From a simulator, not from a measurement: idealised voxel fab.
This is a process module. Its name is voxel capacitor over wiring.
Shown is cross-section cut, with a width of 215 nm and square cells of size 5 nm.
Bands, listed from the top down, are how a cross-section gets written in this document; the cross-section itself is a grid of square cells, and a band is one or more rows of them.
Band: top and bottom heights (nm) first, top before bottom; then materials from left to right, widths in nm. "throughout" marks a sole material filling the band edge to edge. "blank" denotes empty space.
Measure heights from 0. That's the level where, below it, the as-received wafer is all one material. The lowest band is bottomless and extends downward; write it as in "0 down".
When a width is written as two numbers, as in "30->40", the first number is the width in the top row of cells of the band and the second is the width in its bottom row, and the width changes by the same amount from each row to the next.
Where the words "all unchanged" appear for a step, the cross-section shows no cell changed by that step; every cell remained as before.
"Sealed cavities" specifies each empty space that is not open to the top and that occupies no fewer than 8 cells, using the form width x height at distance, the distance measured from the left edge and all three quantities in nm.
Whatever follows a step's settings on its line is a remark the simulator itself makes about that step.
You can add "overlay nm" to a step's line. For a step with a mask, it describes how far the mask lay to the right of its planned position, and a negative number describes a lay to the left.
[The process steps that were planned are listed below]
| 1 | RECEIVE (material Si) |
| 2 | CONFORMAL_DEP (material SiO2; thk nm 10) |
| 3 | DIRECTIONAL_DEP (material TiN; thk nm 5) |
| 4 | DIRECTIONAL_DEP (material Ru; thk nm 20) |
| 5 | DIRECTIONAL_DEP (material aC; thk nm 15) |
| 6 | PATTERN (tone cover; mask id METAL_1; material resist; width nm 30; pitch nm 95; thk nm 30; overlay nm 0) |
| 7 | DIRECTIONAL_ETCH (etch materials aC; depth nm 15) |
| 8 | STRIP (etch materials resist) |
| 9 | DIRECTIONAL_ETCH (etch materials Ru; depth nm 20) |
| 10 | DIRECTIONAL_ETCH (etch materials TiN; depth nm 5) |
| 11 | STRIP (etch materials aC) |
| 12 | CONFORMAL_DEP (material SiN; thk nm 5) |
| 13 | FILL_DEP (material lowk; thk nm 10) |
| 14 | CMP (height nm 35) |
| 15 | CONFORMAL_DEP (material SiCN; thk nm 5) |
| 16 | DIRECTIONAL_DEP (material SiO2; thk nm 20) |
| 17 | MASKED_ETCH (tone open; mask id PLUG_1; width nm 15; etch materials SiO2; depth nm 20; overlay nm 0) |
| 18 | MASKED_ETCH (tone open; mask id PLUG_1; width nm 15; etch materials SiCN; depth nm 5; overlay nm 0) |
| 19 | CONFORMAL_DEP (material TiN; thk nm 5) |
| 20 | FILL_DEP (material Ru; thk nm 5) |
| 21 | CMP (height nm 60) |
| 22 | DIRECTIONAL_DEP (material TiN; thk nm 5) |
| 23 | DIRECTIONAL_DEP (material HfO2; thk nm 5) |
| 24 | DIRECTIONAL_DEP (material TiN; thk nm 5) |
| 25 | PATTERN (tone cover; mask id UPPER_PLATE; material resist; width nm 70; thk nm 15; overlay nm 0) |
| 26 | DIRECTIONAL_ETCH (etch materials TiN; depth nm 5) |
| 27 | DIRECTIONAL_ETCH (etch materials HfO2; depth nm 5) |
| 28 | STRIP (etch materials resist) |
| 29 | PATTERN (tone cover; mask id LOWER_PLATE; material resist; width nm 80; thk nm 20; overlay nm 0) |
| 30 | DIRECTIONAL_ETCH (etch materials TiN; depth nm 5) |
| 31 | STRIP (etch materials resist) |
| 32 | FILL_DEP (material SiO2; thk nm 20) |
| 33 | CMP (height nm 90) |
| 34 | PATTERN (tone open; mask id PLUG_2; material resist; width nm 15; thk nm 20; overlay nm 0) |
| 35 | DIRECTIONAL_ETCH (etch materials SiO2; depth nm 15) |
| 36 | STRIP (etch materials resist) |
| 37 | CONFORMAL_DEP (material TiN; thk nm 5) |
| 38 | FILL_DEP (material Cu; thk nm 10) |
| 39 | CMP (height nm 90) |
| 40 | CONFORMAL_DEP (material SiCN; thk nm 5) |
[Here's what the wafer looked like in cross-section when it arrived - that's after step 1]
* 0 down: Si throughout
* Sealed cavities: none
[Below is the wafer in cross-section after the module was completed. It began from the starting point shown above and followed the plan shown above, except that one mistake was made while running it]
* 95 to 90: SiCN throughout
* 90 to 80: SiO2 (70) | TiN (5) | Cu (5) | TiN (5) | SiO2 (130)
* 80 to 70: SiO2 (70->60) | TiN (15->70) | SiO2 (130->85)
* 70 to 65: SiO2 (60) | HfO2 (70) | SiO2 (85)
* 65 to 60: SiO2 (55) | TiN (80) | SiO2 (80)
* 60 to 55: SiCN (60) | TiN (15) | SiCN (140)
* 55 to 35: SiO2 throughout
* 35 to 15: lowk (40) | SiN (5) | Ru (30) | SiN (5) | lowk (55) | SiN (5) | Ru (30) | SiN (5) | lowk (40)
* 15 to 10: SiN (45) | TiN (30) | SiN (65) | TiN (30) | SiN (45)
* 10 to 0: SiO2 throughout
* 0 down: Si throughout
* Sealed cavities: none
Plan not followed: the run placed steps 15 and 16 each in the position the plan gave to the other
